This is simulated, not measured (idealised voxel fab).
This is a process module. Its name is voxel released beams.
The figure presents cross-section cut, which has a width of 180 nm and is divided into square cells with an edge length of 5 nm.
A cross-section is written here as square cells arranged in a grid, and it is given in bands from the top down, each band taking up one or more rows of cells. It is stipulated that each band's entry specify, in nanometres, the height of the top of the band and then that of its bottom, followed by the materials of the band in left-to-right sequence, each together with its width in nanometres. A single material marked by the word "full width" is understood to fill the band from edge to edge; the word "blank" is understood to denote empty space. The reference from which all heights are counted is 0, the level beneath which the as-received wafer is entirely one material; the lowest band, having no lower bound, proceeds downward and is written after the example "0 down". Read "30 to 40" as a graded width: first number on top, second number at the bottom, same change between each pair of neighbouring rows. "no alteration" (step): cross-section cells unchanged, all of them. "Listed closed voids": empty spaces of 8 cells or more with no open way to the top, each given as width x height at distance, distance from the left edge, all in nm. On each step's line, the part that comes after the settings is the simulator's own comment on the step. What "overlay nm" on a step's line means: if the step has a mask, that mask lay this far to the right of its planned place, or, when the value is negative, to the left.

# Intended process steps
1 RECEIVE | material Si
2 CONFORMAL_DEP | material Al2O3 | thk nm 5
3 DIRECTIONAL_DEP | material SiO2 | thk nm 15
4 DIRECTIONAL_DEP | material aC | thk nm 15
5 PATTERN | tone open | mask id ANCHOR | material resist | width nm 30 | thk nm 35 | overlay nm 0
6 DIRECTIONAL_ETCH | etch materials aC | depth nm 15
7 STRIP | etch materials resist
8 DIRECTIONAL_ETCH | etch materials SiO2 | depth nm 15
9 STRIP | etch materials aC
10 CONFORMAL_DEP | material polySi | thk nm 10
11 MASKED_ETCH | tone cover | mask id BEAM | width nm 80 | etch materials polySi | depth nm 10 | overlay nm 0
12 STRIP | etch materials SiO2

# First wafer out of two, processed as planned

# as received, after step 1
    0 down  Si full width
    Listed closed voids: none

# Upon completion of step 2, the wafer appears in cross-section as shown
    5 to 0  Al2O3 full width
    All layers under 0 are left as they were.

# Upon completion of step 3, the wafer appears in cross-section as shown
    20 to 5  SiO2 full width
    All layers under 5 are left as they were.

# Upon completion of step 4, the wafer appears in cross-section as shown
    35 to 20  aC full width
    All layers under 20 are left as they were.

# Upon completion of step 5, the wafer appears in cross-section as shown
    70 to 35  resist (50)  blank (30)  resist (100)
    All layers under 35 are left as they were.

# Upon completion of step 6, the wafer appears in cross-section as shown
    55 to 35  resist (50)  blank (30)  resist (100)
    35 to 20  aC (50)  blank (30)  aC (100)
    All layers under 20 are left as they were.

# Upon completion of step 7, the wafer appears in cross-section as shown
    35 to 20  aC (50)  blank (30)  aC (100)
    All layers under 20 are left as they were.

# Upon completion of step 8, the wafer appears in cross-section as shown
    35 to 20  aC (50)  blank (30)  aC (100)
    20 to 5  SiO2 (50)  blank (30)  SiO2 (100)
    All layers under 5 are left as they were.

# Upon completion of step 9, the wafer appears in cross-section as shown
    20 to 5  SiO2 (50)  blank (30)  SiO2 (100)
    All layers under 5 are left as they were.

# Upon completion of step 10, the wafer appears in cross-section as shown
    30 to 20  polySi (60)  blank (10)  polySi (110)
    20 to 15  SiO2 (50)  polySi (10)  blank (10)  polySi (10)  SiO2 (100)
    15 to 5  SiO2 (50)  polySi (30)  SiO2 (100)
    All layers under 5 are left as they were.

# Upon completion of step 11, the wafer appears in cross-section as shown
    30 to 20  blank (45)  polySi (15)  blank (10)  polySi (55)  blank (55)
    All layers under 20 are left as they were.

# Upon completion of step 12, the wafer appears in cross-section as shown
    30 to 20  blank (45)  polySi (15)  blank (10)  polySi (55)  blank (55)
    20 to 15  blank (50)  polySi (10)  blank (10)  polySi (10)  blank (100)
    15 to 5  blank (50)  polySi (30)  blank (100)
    All layers under 5 are left as they were.

# second wafer: like start, like plan, one mistake. Through step 1 it matches the first wafer

Here is the second wafer in cross-section at the point where step 2 of the plan should have been done: no alteration

# Here is the second wafer in cross-section at the point where step 3 of the plan should have been done
    15 to 0  SiO2 full width
    All layers under 0 are left as they were.

# Here is the second wafer in cross-section at the point where step 4 of the plan should have been done
    30 to 15  aC full width
    All layers under 15 are left as they were.

# Here is the second wafer in cross-section at the point where step 5 of the plan should have been done
    65 to 30  resist (50)  blank (30)  resist (100)
    All layers under 30 are left as they were.

# Here is the second wafer in cross-section at the point where step 6 of the plan should have been done
    50 to 30  resist (50)  blank (30)  resist (100)
    30 to 15  aC (50)  blank (30)  aC (100)
    All layers under 15 are left as they were.

# Here is the second wafer in cross-section at the point where step 7 of the plan should have been done
    30 to 15  aC (50)  blank (30)  aC (100)
    All layers under 15 are left as they were.

# Here is the second wafer in cross-section at the point where step 8 of the plan should have been done
    30 to 15  aC (50)  blank (30)  aC (100)
    15 to 0  SiO2 (50)  blank (30)  SiO2 (100)
    All layers under 0 are left as they were.

# Here is the second wafer in cross-section at the point where step 9 of the plan should have been done
    15 to 0  SiO2 (50)  blank (30)  SiO2 (100)
    All layers under 0 are left as they were.

# Here is the second wafer in cross-section at the point where step 10 of the plan should have been done
    25 to 15  polySi (60)  blank (10)  polySi (110)
    15 to 10  SiO2 (50)  polySi (10)  blank (10)  polySi (10)  SiO2 (100)
    10 to 0  SiO2 (50)  polySi (30)  SiO2 (100)
    All layers under 0 are left as they were.

# Here is the second wafer in cross-section at the point where step 11 of the plan should have been done
    25 to 15  blank (45)  polySi (15)  blank (10)  polySi (55)  blank (55)
    All layers under 15 are left as they were.

# Here is the second wafer in cross-section at the point where step 12 of the plan should have been done
    25 to 15  blank (45)  polySi (15)  blank (10)  polySi (55)  blank (55)
    15 to 10  blank (50)  polySi (10)  blank (10)  polySi (10)  blank (100)
    10 to 0  blank (50)  polySi (30)  blank (100)
    All layers under 0 are left as they were.
Heads up, the wafer didn't run the way we planned it: plan step 2: skipped, not run
Final cells, second wafer relative to first, materials higher or lower: Al2O3 -36
